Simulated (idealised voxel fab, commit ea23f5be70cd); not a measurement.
The document below concerns the process module designated voxel transistor to metal.
For reference, the cross-section in this document is cut, with width 265 nm and square cells of 5 nm.
Notation: cross-section as square-cell grid; stated in bands, top first, going down; one or more cell rows per band.
What a band's entry tells you: where the top is and where the bottom is, as heights in nm, and after that what lies inside, material by material from left to right, each with its width in nm. Empty space is written as the word "air", and a single material marked with the word "throughout" occupies the band from edge to edge.
Below 0: as-received wafer, all one material; heights counted from there. Lowest band: no bottom, goes on down, written "top 0, no bottom".
The expression "30->40" gives the width at the extremes of the band, the first number at its top row of cells and the second at its bottom row, with the width changing by equal amounts from each row to the next in between.
"no change occurred", as given for a step, is the statement that not any cell of the cross-section underwent a change during that step.
Closed cavities: empty space of 8 cells or more with no open way to the top, each as width x height at its distance from the left edge, in nm
Note: text after step settings on the step line = simulator remark on that step.
overlay nm: mask right of planned place by this much (step with mask). Neg. = left.
-- Process steps (planned)
1 RECEIVE: material Si
2 CONFORMAL_DEP: material SiO2, thk nm 5
3 CONFORMAL_DEP: material SiN, thk nm 15
4 MASKED_ETCH: tone cover, mask id ACTIVE, width nm 100, pitch nm 125, etch materials SiN, depth nm 15, overlay nm 0
5 MASKED_ETCH: tone cover, mask id ACTIVE, width nm 100, pitch nm 125, etch materials SiO2, depth nm 5, overlay nm 0
6 MASKED_ETCH: tone cover, mask id ACTIVE, width nm 100, pitch nm 125, etch materials Si, depth nm 35, overlay nm 0
7 OXIDIZE: depth nm 5
8 FILL_DEP: material SiO2, thk nm 5
9 CMP: height nm 20
10 SELECTIVE_ETCH: etch materials SiO2, depth nm 15
11 STRIP: etch materials SiN
12 SELECTIVE_ETCH: etch materials SiO2, depth nm 5
13 OXIDIZE: depth nm 5
14 DIRECTIONAL_DEP: material polySi, thk nm 20
15 DIRECTIONAL_DEP: material SiCN, thk nm 15
16 MASKED_ETCH: tone cover, mask id GATE, width nm 20, pitch nm 125, etch materials SiCN, depth nm 25, overlay nm -10
17 MASKED_ETCH: tone cover, mask id GATE, width nm 20, pitch nm 125, etch materials polySi, depth nm 30, overlay nm 0
18 CONFORMAL_DEP: material SiN, thk nm 10
19 DIRECTIONAL_ETCH: etch materials SiN, depth nm 10
20 DIRECTIONAL_ETCH: etch materials SiO2, depth nm 5
21 EPI: material pSi, thk nm 5
22 FILL_DEP: material SiO2, thk nm 5
23 CMP: height nm 35
24 DIRECTIONAL_DEP: material SiO2, thk nm 15
25 DIRECTIONAL_DEP: material aC, thk nm 10
26 PATTERN: tone open, mask id CONTACT, material resist, width nm 30, thk nm 25, overlay nm 0
27 DIRECTIONAL_ETCH: etch materials aC, depth nm 10
28 STRIP: etch materials resist
29 DIRECTIONAL_ETCH: etch materials SiO2, depth nm 50
30 STRIP: etch materials aC
31 CONFORMAL_DEP: material TiN, thk nm 5
32 FILL_DEP: material Ru, thk nm 10
33 CMP: height nm 50
34 DIRECTIONAL_DEP: material TiN, thk nm 5
35 DIRECTIONAL_DEP: material Ru, thk nm 20
36 PATTERN: tone cover, mask id METAL_1, material resist, width nm 15, thk nm 15, overlay nm 0
37 DIRECTIONAL_ETCH: etch materials Ru, depth nm 20
38 DIRECTIONAL_ETCH: etch materials TiN, depth nm 5
39 STRIP: etch materials resist
40 FILL_DEP: material SiO2, thk nm 5
41 CMP: height nm 75
42 CONFORMAL_DEP: material SiCN, thk nm 5
43 DIRECTIONAL_DEP: material SiO2, thk nm 35
44 DIRECTIONAL_DEP: material aC, thk nm 15
45 PATTERN: tone open, mask id METAL_2, material resist, width nm 15, pitch nm 125, thk nm 30, overlay nm 0
46 DIRECTIONAL_ETCH: etch materials aC, depth nm 15
47 STRIP: etch materials resist
48 DIRECTIONAL_ETCH: etch materials SiO2, depth nm 20
49 STRIP: etch materials aC
50 DIRECTIONAL_DEP: material aC, thk nm 10
51 PATTERN: tone open, mask id METAL_2_HOLES, material resist, width nm 15, pitch nm 125, thk nm 25, overlay nm 0
52 DIRECTIONAL_ETCH: etch materials aC, depth nm 10
53 STRIP: etch materials resist
54 DIRECTIONAL_ETCH: etch materials SiO2, depth nm 15
55 DIRECTIONAL_ETCH: etch materials SiCN, depth nm 5
56 STRIP: etch materials aC
57 CONFORMAL_DEP: material TiN, thk nm 5
58 FILL_DEP: material Cu, thk nm 10
59 CMP: height nm 115
60 CONFORMAL_DEP: material SiCN, thk nm 5
Quick note for whoever runs this: the wafers start identical, but the overlay nm at step 16 isn't the same across them. The plan just shows what the first wafer had.
-- As received, i.e. after step 1: cross-section through the first of several wafers
	top 0, no bottom = Si throughout
	Closed cavities: none
-- The table below has one row for each wafer; a row shows, as of the end of the module, how many cells of each material the wafer has gained, marked (+), or lost, marked (-), since it was received, and then the wafer's closed voids
overlay nm -10; +14 Cu; +142 Ru; -172 Si; +124 SiCN; +56 SiN; +898 SiO2; +142 TiN; +20 pSi; +48 polySi; Closed cavities: none
overlay nm -5; +14 Cu; +156 Ru; -172 Si; +124 SiCN; +56 SiN; +890 SiO2; +142 TiN; +22 pSi; +40 polySi; Closed cavities: none
overlay nm 0; +14 Cu; +164 Ru; -172 Si; +124 SiCN; +56 SiN; +888 SiO2; +142 TiN; +24 pSi; +32 polySi; Closed cavities: none
overlay nm 5; +14 Cu; +156 Ru; -172 Si; +124 SiCN; +56 SiN; +890 SiO2; +142 TiN; +22 pSi; +40 polySi; Closed cavities: none
overlay nm 10; +14 Cu; +142 Ru; -172 Si; +124 SiCN; +56 SiN; +898 SiO2; +142 TiN; +20 pSi; +48 polySi; Closed cavities: none
